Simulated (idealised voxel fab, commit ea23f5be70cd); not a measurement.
The document below concerns the process module designated voxel tone inversion.
Xsec cut, 290 nm wide, square cell size 5 nm.
When this document writes out a cross-section, it uses a grid of square cells and lists it as bands, beginning at the top and moving down, with a band standing for one or more rows of cells. Read a band's entry like this: the first values are the height of its top and the height of its bottom in nm, and what follows is the sequence of materials from left to right, each with its width in nm. Note that "blank" is empty space, and that a single material marked "full width" reaches across the band from edge to edge. Zero point of the height axis is 0; under it, received wafer = one material. Lowest band: continues down indefinitely, "0 down". The expression "30->40" gives the width at the extremes of the band, the first number at its top row of cells and the second at its bottom row, with the width changing by equal amounts from each row to the next in between. A step reported as "no modification" is a step in which no cell of the cross-section changed. The list in "Sealed voids" covers empty spaces of 8 cells or more that cannot reach the top through any open way, and it gives each as width x height at distance; the distance is from the left edge, and width, height and distance are in nm. Where a step's line continues beyond its settings, the continuation is a remark by the simulator itself on that step. "overlay nm" on a masked step: distance the mask lay right of its planned place, negative for left.
-- Steps planned for the process
1,op RECEIVE | material Si
2,op CONFORMAL_DEP | material SiCN | thk nm 10
3,op DIRECTIONAL_DEP | material aC | thk nm 25
4,op PATTERN | tone cover | mask id POSTS | material resist | width nm 20 | pitch nm 35 | thk nm 30 | overlay nm 0
5,op DIRECTIONAL_ETCH | etch materials aC | depth nm 25
6,op STRIP | etch materials resist
7,op FILL_DEP | material SiO2 | thk nm 10
8,op CMP | height nm 35
9,op STRIP | etch materials aC
10,op CONFORMAL_DEP | material TiN | thk nm 5
11,op FILL_DEP | material Cu | thk nm 5
12,op CMP | height nm 35
13,op CONFORMAL_DEP | material SiN | thk nm 5
-- On the first of the two wafers: run conducted according to plan
-- Cross-section of the incoming wafer, state after step 1
> 0 down = Si full width
> Sealed voids: none
-- Once step 2 is through, the wafer looks like this in cross-section
> 10 to 0 = SiCN full width
> Heights below 0 show no change.
-- Once step 3 is through, the wafer looks like this in cross-section
> 35 to 10 = aC full width
> Heights below 10 show no change.
-- Once step 4 is through, the wafer looks like this in cross-section
> 65 to 35 = 100 blank, then 20 resist, then 15 blank, then 20 resist, then 15 blank, then 20 resist, then 100 blank
> Heights below 35 show no change.
-- Once step 5 is through, the wafer looks like this in cross-section
> 40 to 35 = 100 blank, then 20 resist, then 15 blank, then 20 resist, then 15 blank, then 20 resist, then 100 blank
> 35 to 10 = 100 blank, then 20 aC, then 15 blank, then 20 aC, then 15 blank, then 20 aC, then 100 blank
> Heights below 10 show no change.
-- Once step 6 is through, the wafer looks like this in cross-section
> 35 to 10 = 100 blank, then 20 aC, then 15 blank, then 20 aC, then 15 blank, then 20 aC, then 100 blank
> Heights below 10 show no change.
-- Once step 7 is through, the wafer looks like this in cross-section
> 45 to 35 = SiO2 full width
> 35 to 10 = 100 SiO2, then 20 aC, then 15 SiO2, then 20 aC, then 15 SiO2, then 20 aC, then 100 SiO2
> Heights below 10 show no change.
-- Once step 8 is through, the wafer looks like this in cross-section
> 35 to 10 = 100 SiO2, then 20 aC, then 15 SiO2, then 20 aC, then 15 SiO2, then 20 aC, then 100 SiO2
> Heights below 10 show no change.
-- Once step 9 is through, the wafer looks like this in cross-section
> 35 to 10 = 100 SiO2, then 20 blank, then 15 SiO2, then 20 blank, then 15 SiO2, then 20 blank, then 100 SiO2
> Heights below 10 show no change.
-- Once step 10 is through, the wafer looks like this in cross-section
> 40 to 35 = 105 TiN, then 10 blank, then 25 TiN, then 10 blank, then 25 TiN, then 10 blank, then 105 TiN
> 35 to 15 = 100 SiO2, then 5 TiN, then 10 blank, then 5 TiN, then 15 SiO2, then 5 TiN, then 10 blank, then 5 TiN, then 15 SiO2, then 5 TiN, then 10 blank, then 5 TiN, then 100 SiO2
> 15 to 10 = 100 SiO2, then 20 TiN, then 15 SiO2, then 20 TiN, then 15 SiO2, then 20 TiN, then 100 SiO2
> Heights below 10 show no change.
-- Once step 11 is through, the wafer looks like this in cross-section
> 45 to 40 = Cu full width
> 40 to 35 = 105 TiN, then 10 Cu, then 25 TiN, then 10 Cu, then 25 TiN, then 10 Cu, then 105 TiN
> 35 to 15 = 100 SiO2, then 5 TiN, then 10 Cu, then 5 TiN, then 15 SiO2, then 5 TiN, then 10 Cu, then 5 TiN, then 15 SiO2, then 5 TiN, then 10 Cu, then 5 TiN, then 100 SiO2
> Heights below 15 show no change.
-- Once step 12 is through, the wafer looks like this in cross-section
> 35 to 15 = 100 SiO2, then 5 TiN, then 10 Cu, then 5 TiN, then 15 SiO2, then 5 TiN, then 10 Cu, then 5 TiN, then 15 SiO2, then 5 TiN, then 10 Cu, then 5 TiN, then 100 SiO2
> Heights below 15 show no change.
-- Once step 13 is through, the wafer looks like this in cross-section
> 40 to 35 = SiN full width
> Heights below 35 show no change.
-- The Second Wafer: Common Origin and Plan, One Mistake in Execution, Identical to the First Through Step 1
-- Cross-section of the second wafer corresponding to the planned conclusion of step 2
> 15 to 0 = SiCN full width
> Heights below 0 show no change.
-- Cross-section of the second wafer corresponding to the planned conclusion of step 3
> 40 to 15 = aC full width
> Heights below 15 show no change.
-- Cross-section of the second wafer corresponding to the planned conclusion of step 4
> 70 to 40 = 100 blank, then 20 resist, then 15 blank, then 20 resist, then 15 blank, then 20 resist, then 100 blank
> Heights below 40 show no change.
-- Cross-section of the second wafer corresponding to the planned conclusion of step 5
> 45 to 40 = 100 blank, then 20 resist, then 15 blank, then 20 resist, then 15 blank, then 20 resist, then 100 blank
> 40 to 15 = 100 blank, then 20 aC, then 15 blank, then 20 aC, then 15 blank, then 20 aC, then 100 blank
> Heights below 15 show no change.
-- Cross-section of the second wafer corresponding to the planned conclusion of step 6
> 40 to 15 = 100 blank, then 20 aC, then 15 blank, then 20 aC, then 15 blank, then 20 aC, then 100 blank
> Heights below 15 show no change.
-- Cross-section of the second wafer corresponding to the planned conclusion of step 7
> 50 to 40 = SiO2 full width
> 40 to 15 = 100 SiO2, then 20 aC, then 15 SiO2, then 20 aC, then 15 SiO2, then 20 aC, then 100 SiO2
> Heights below 15 show no change.
-- Cross-section of the second wafer corresponding to the planned conclusion of step 8
> 35 to 15 = 100 SiO2, then 20 aC, then 15 SiO2, then 20 aC, then 15 SiO2, then 20 aC, then 100 SiO2
> Heights below 15 show no change.
-- Cross-section of the second wafer corresponding to the planned conclusion of step 9
> 35 to 15 = 100 SiO2, then 20 blank, then 15 SiO2, then 20 blank, then 15 SiO2, then 20 blank, then 100 SiO2
> Heights below 15 show no change.
-- Cross-section of the second wafer corresponding to the planned conclusion of step 10
> 40 to 35 = 105 TiN, then 10 blank, then 25 TiN, then 10 blank, then 25 TiN, then 10 blank, then 105 TiN
> 35 to 20 = 100 SiO2, then 5 TiN, then 10 blank, then 5 TiN, then 15 SiO2, then 5 TiN, then 10 blank, then 5 TiN, then 15 SiO2, then 5 TiN, then 10 blank, then 5 TiN, then 100 SiO2
> 20 to 15 = 100 SiO2, then 20 TiN, then 15 SiO2, then 20 TiN, then 15 SiO2, then 20 TiN, then 100 SiO2
> Heights below 15 show no change.
-- Cross-section of the second wafer corresponding to the planned conclusion of step 11
> 45 to 40 = Cu full width
> 40 to 35 = 105 TiN, then 10 Cu, then 25 TiN, then 10 Cu, then 25 TiN, then 10 Cu, then 105 TiN
> 35 to 20 = 100 SiO2, then 5 TiN, then 10 Cu, then 5 TiN, then 15 SiO2, then 5 TiN, then 10 Cu, then 5 TiN, then 15 SiO2, then 5 TiN, then 10 Cu, then 5 TiN, then 100 SiO2
> Heights below 20 show no change.
-- Cross-section of the second wafer corresponding to the planned conclusion of step 12
> 35 to 20 = 100 SiO2, then 5 TiN, then 10 Cu, then 5 TiN, then 15 SiO2, then 5 TiN, then 10 Cu, then 5 TiN, then 15 SiO2, then 5 TiN, then 10 Cu, then 5 TiN, then 100 SiO2
> Heights below 20 show no change.
-- Cross-section of the second wafer corresponding to the planned conclusion of step 13
> 40 to 35 = SiN full width
> Heights below 35 show no change.
what went wrong: step 2, actual vs plan mismatch, actual run op CONFORMAL_DEP | material SiCN | thk nm 15
Cell-count delta at end, second wafer over first, by material: 6 fewer of Cu | 58 more of SiCN | 46 fewer of SiO2 | 6 fewer of TiN
